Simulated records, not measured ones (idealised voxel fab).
The document below concerns the process module designated voxel self aligned contacts.
Displayed cross-section: cut, width of 265 nm, square cells sized 5 nm.
This document writes a cross-section as a grid whose cells are square, and gives it as bands, listed from the top down; one or more rows of cells form a band.
Within each band entry, the heights of the top and of the bottom of the band appear first, in that order and in nm; the materials of the band then follow from left to right, each with its corresponding width in nm. The designation "everywhere" on a single material indicates that it fills the band from edge to edge; the designation "empty" indicates empty space.
Height 0 is the level under which the wafer as received is all one material. The lowest band goes on downwards, as in "0 nm and below".
Quick explanation for "30->40": the width changes in equal steps down the rows of cells, from the first number in the band's top row to the second number in its bottom row.
"remained the same" -> step changed no cross-section cell.
Closed-off voids of 8+ cells (no open route to the top) go in "Encapsulated voids", written width x height at distance from the left edge, in nm.
On a step's line, text after the settings is the simulator commenting on that step.
A step line may carry the setting "overlay nm", which, for steps involving a mask, states the distance by which the mask lay to the right of its intended position; negative values denote displacement to the left.

So here's the lineup of process steps we planned
| 1 | RECEIVE with material Si |
| 2 | OXIDIZE with depth nm 5 |
| 3 | DIRECTIONAL_DEP with material polySi, thk nm 30 |
| 4 | DIRECTIONAL_DEP with material SiN, thk nm 20 |
| 5 | PATTERN with tone cover, mask id GATE, material resist, width nm 30, pitch nm 65, thk nm 20, overlay nm 0 |
| 6 | DIRECTIONAL_ETCH with etch materials SiN, depth nm 20 |
| 7 | DIRECTIONAL_ETCH with etch materials polySi, depth nm 30 |
| 8 | STRIP with etch materials resist |
| 9 | CONFORMAL_DEP with material SiN, thk nm 10 |
| 10 | DIRECTIONAL_ETCH with etch materials SiN, depth nm 10 |
| 11 | FILL_DEP with material SiO2, thk nm 15 |
| 12 | CMP with height nm 55 |
| 13 | DIRECTIONAL_DEP with material aC, thk nm 15 |
| 14 | PATTERN with tone open, mask id CONTACT, material resist, width nm 35, thk nm 30, overlay nm 0 |
| 15 | DIRECTIONAL_ETCH with etch materials aC, depth nm 15 |
| 16 | STRIP with etch materials resist |
| 17 | DIRECTIONAL_ETCH with etch materials SiO2, depth nm 60 |
| 18 | STRIP with etch materials aC |
| 19 | CONFORMAL_DEP with material TiN, thk nm 5 |
| 20 | FILL_DEP with material Ru, thk nm 10 |
| 21 | CMP with height nm 55 |
| 22 | CONFORMAL_DEP with material SiN, thk nm 5 |
The plan's step 14 width nm is the first wafer's value; the wafers differ in this setting and start identical.

As-received cross-section, first of several wafers, post step 1
	0 nm and below  Si everywhere
	Encapsulated voids: none

Post step 22, the closing step of the module: first of several wafers, cross-sectioned
	60 nm to 55 nm  SiN everywhere
	55 nm to 50 nm  SiO2 (115); TiN (15); Ru (5); TiN (15); SiO2 (115)
	50 nm to 30 nm  SiO2 (75); SiN (50); TiN (5); Ru (5); TiN (5); SiN (50); SiO2 (75)
	30 nm to 0 nm  SiO2 (75); SiN (10); polySi (30); SiN (10); TiN (5); Ru (5); TiN (5); SiN (10); polySi (30); SiN (10); SiO2 (75)
	0 nm to -5 nm  SiO2 (125); TiN (15); SiO2 (125)
	-5 nm and below  Si everywhere
	Encapsulated voids: none

Module end, final wafer: cross-section
	60 nm to 55 nm  SiN everywhere
	55 nm to 50 nm  SiO2 (105); TiN (25); Ru (5); TiN (30); SiO2 (100)
	50 nm to 30 nm  SiO2 (75); SiN (50); TiN (5); Ru (5); TiN (5); SiN (50); SiO2 (75)
	30 nm to 0 nm  SiO2 (75); SiN (10); polySi (30); SiN (10); TiN (5); Ru (5); TiN (5); SiN (10); polySi (30); SiN (10); SiO2 (75)
	0 nm to -5 nm  SiO2 (125); TiN (15); SiO2 (125)
	-5 nm and below  Si everywhere
	Encapsulated voids: none

Table: wafers, a row each; end-of-module cell change per material since receipt, gain (+), loss (-); then closed voids
width nm 35; +11 Ru; -53 Si; +181 SiN; +396 SiO2; +29 TiN; +72 polySi; Encapsulated voids: none
width nm 40; +11 Ru; -53 Si; +181 SiN; +395 SiO2; +30 TiN; +72 polySi; Encapsulated voids: none
width nm 45; +11 Ru; -53 Si; +181 SiN; +394 SiO2; +31 TiN; +72 polySi; Encapsulated voids: none
width nm 50; +11 Ru; -53 Si; +181 SiN; +393 SiO2; +32 TiN; +72 polySi; Encapsulated voids: none
width nm 55; +11 Ru; -53 Si; +181 SiN; +392 SiO2; +33 TiN; +72 polySi; Encapsulated voids: none
width nm 60; +11 Ru; -53 Si; +181 SiN; +391 SiO2; +34 TiN; +72 polySi; Encapsulated voids: none
